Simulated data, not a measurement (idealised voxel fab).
You're looking at the process module voxel capacitor over wiring.
Displayed cross-section: cut, width of 230 nm, square cells sized 5 nm.
Notation: cross-section as square-cell grid; stated in bands, top first, going down; one or more cell rows per band. Band entry format. Leading values: height of top, height of bottom, nm. Remainder: materials in left-to-right order, each with its width in nm. Special words: "full width" on a single material, which then fills the band edge to edge; "empty", empty space. Counting heights begins at 0, where everything beneath is, in the wafer as received, one material. The lowest band has no bottom; it goes on downwards, as "top 0, no bottom" shows. It should be noted that a width expressed as "30->40" varies in equal increments from row to row of cells within the band, taking the value of the first number at the top row and that of the second number at the bottom row. No cell of the cross-section changed in a step that is given as "remained unchanged". Heads up: "Enclosed cavities" only lists the empty pockets with no open path to the top that are 8 cells or more, and it writes them as width x height at distance, distance from the left edge, in nm. Heads up: the bit after the settings on a step's line is the simulator's remark on that step. What "overlay nm" on a step's line means: if the step has a mask, that mask lay this far to the right of its planned place, or, when the value is negative, to the left.
The process steps that were planned are listed below:
1. RECEIVE | material Si
2. CONFORMAL_DEP | material SiO2 | thk nm 15
3. DIRECTIONAL_DEP | material TiN | thk nm 5
4. DIRECTIONAL_DEP | material Ru | thk nm 15
5. MASKED_ETCH | tone cover | mask id METAL_1 | width nm 25 | pitch nm 80 | etch materials Ru | depth nm 15 | overlay nm 0
6. MASKED_ETCH | tone cover | mask id METAL_1 | width nm 25 | pitch nm 80 | etch materials TiN | depth nm 5 | overlay nm 0
7. FILL_DEP | material SiO2 | thk nm 5
8. CMP | height nm 35
9. CONFORMAL_DEP | material SiCN | thk nm 5
10. DIRECTIONAL_DEP | material SiO2 | thk nm 20
11. PATTERN | tone open | mask id PLUG_1 | material resist | width nm 15 | thk nm 20 | overlay nm 0
12. DIRECTIONAL_ETCH | etch materials SiO2 | depth nm 20
13. DIRECTIONAL_ETCH | etch materials SiCN | depth nm 5
14. STRIP | etch materials resist
15. CONFORMAL_DEP | material TiN | thk nm 5
16. FILL_DEP | material Cu | thk nm 5
17. CMP | height nm 60
18. DIRECTIONAL_DEP | material TiN | thk nm 5
19. DIRECTIONAL_DEP | material SiN | thk nm 5
20. DIRECTIONAL_DEP | material TiN | thk nm 10
21. PATTERN | tone cover | mask id UPPER_PLATE | material resist | width nm 60 | thk nm 20 | overlay nm 0
22. DIRECTIONAL_ETCH | etch materials TiN | depth nm 10
23. DIRECTIONAL_ETCH | etch materials SiN | depth nm 5
24. STRIP | etch materials resist
25. DIRECTIONAL_DEP | material aC | thk nm 15
26. PATTERN | tone cover | mask id LOWER_PLATE | material resist | width nm 70 | thk nm 30 | overlay nm 0
27. DIRECTIONAL_ETCH | etch materials aC | depth nm 15
28. STRIP | etch materials resist
29. DIRECTIONAL_ETCH | etch materials TiN | depth nm 5
30. STRIP | etch materials aC
31. FILL_DEP | material SiO2 | thk nm 15
32. CMP | height nm 90
33. DIRECTIONAL_DEP | material aC | thk nm 10
34. PATTERN | tone open | mask id PLUG_2 | material resist | width nm 15 | thk nm 30 | overlay nm 0
35. DIRECTIONAL_ETCH | etch materials aC | depth nm 10
36. STRIP | etch materials resist
37. DIRECTIONAL_ETCH | etch materials SiO2 | depth nm 10
38. STRIP | etch materials aC
39. CONFORMAL_DEP | material TiN | thk nm 5
40. FILL_DEP | material Ru | thk nm 5
41. CMP | height nm 90
42. CONFORMAL_DEP | material SiCN | thk nm 5
Cross-sectional view of the wafer in its as-received condition, corresponding to the state after step 1:
  top 0, no bottom = Si full width
  Enclosed cavities: none
First of two wafers, end-of-module section, run followed plan:
  top 95, bottom 90 = SiCN full width
  top 90, bottom 85 = 80 of SiO2, then 5 of TiN, then 5 of Ru, then 5 of TiN, then 135 of SiO2
  top 85, bottom 80 = 80 of SiO2, then 15 of TiN, then 135 of SiO2
  top 80, bottom 70 = 70 of SiO2, then 60 of TiN, then 100 of SiO2
  top 70, bottom 65 = 70 of SiO2, then 60 of SiN, then 100 of SiO2
  top 65, bottom 60 = 65 of SiO2, then 70 of TiN, then 95 of SiO2
  top 60, bottom 40 = 70 of SiO2, then 5 of TiN, then 5 of Cu, then 5 of TiN, then 145 of SiO2
  top 40, bottom 35 = 70 of SiCN, then 15 of TiN, then 145 of SiCN
  top 35, bottom 20 = 60 of SiO2, then 25 of Ru, then 55 of SiO2, then 25 of Ru, then 65 of SiO2
  top 20, bottom 15 = 60 of SiO2, then 25 of TiN, then 55 of SiO2, then 25 of TiN, then 65 of SiO2
  top 15, bottom 0 = SiO2 full width
  top 0, no bottom = Si full width
  Enclosed cavities: none
Here's the second of our two wafers sectioned at module end. Same start as the first, same plan, but one mistake got made running it:
  top 95, bottom 90 = SiCN full width
  top 90, bottom 85 = 80 of SiO2, then 5 of TiN, then 5 of Ru, then 5 of TiN, then 135 of SiO2
  top 85, bottom 80 = 80 of SiO2, then 15 of TiN, then 135 of SiO2
  top 80, bottom 70 = 70 of SiO2, then 60 of TiN, then 100 of SiO2
  top 70, bottom 65 = 70 of SiO2, then 60 of SiN, then 100 of SiO2
  top 65, bottom 60 = 70 of SiO2, then 70 of TiN, then 90 of SiO2
  top 60, bottom 40 = 70 of SiO2, then 5 of TiN, then 5 of Cu, then 5 of TiN, then 145 of SiO2
  top 40, bottom 35 = 70 of SiCN, then 15 of TiN, then 145 of SiCN
  top 35, bottom 20 = 60 of SiO2, then 25 of Ru, then 55 of SiO2, then 25 of Ru, then 65 of SiO2
  top 20, bottom 15 = 60 of SiO2, then 25 of TiN, then 55 of SiO2, then 25 of TiN, then 65 of SiO2
  top 15, bottom 0 = SiO2 full width
  top 0, no bottom = Si full width
  Enclosed cavities: none
Here's what went sideways: step 26, actual vs plan mismatch, actual run PATTERN | tone cover | mask id LOWER_PLATE | material resist | width nm 70 | thk nm 30 | overlay nm 5
Cell counts per material: same on both final wafers. Positions: different.
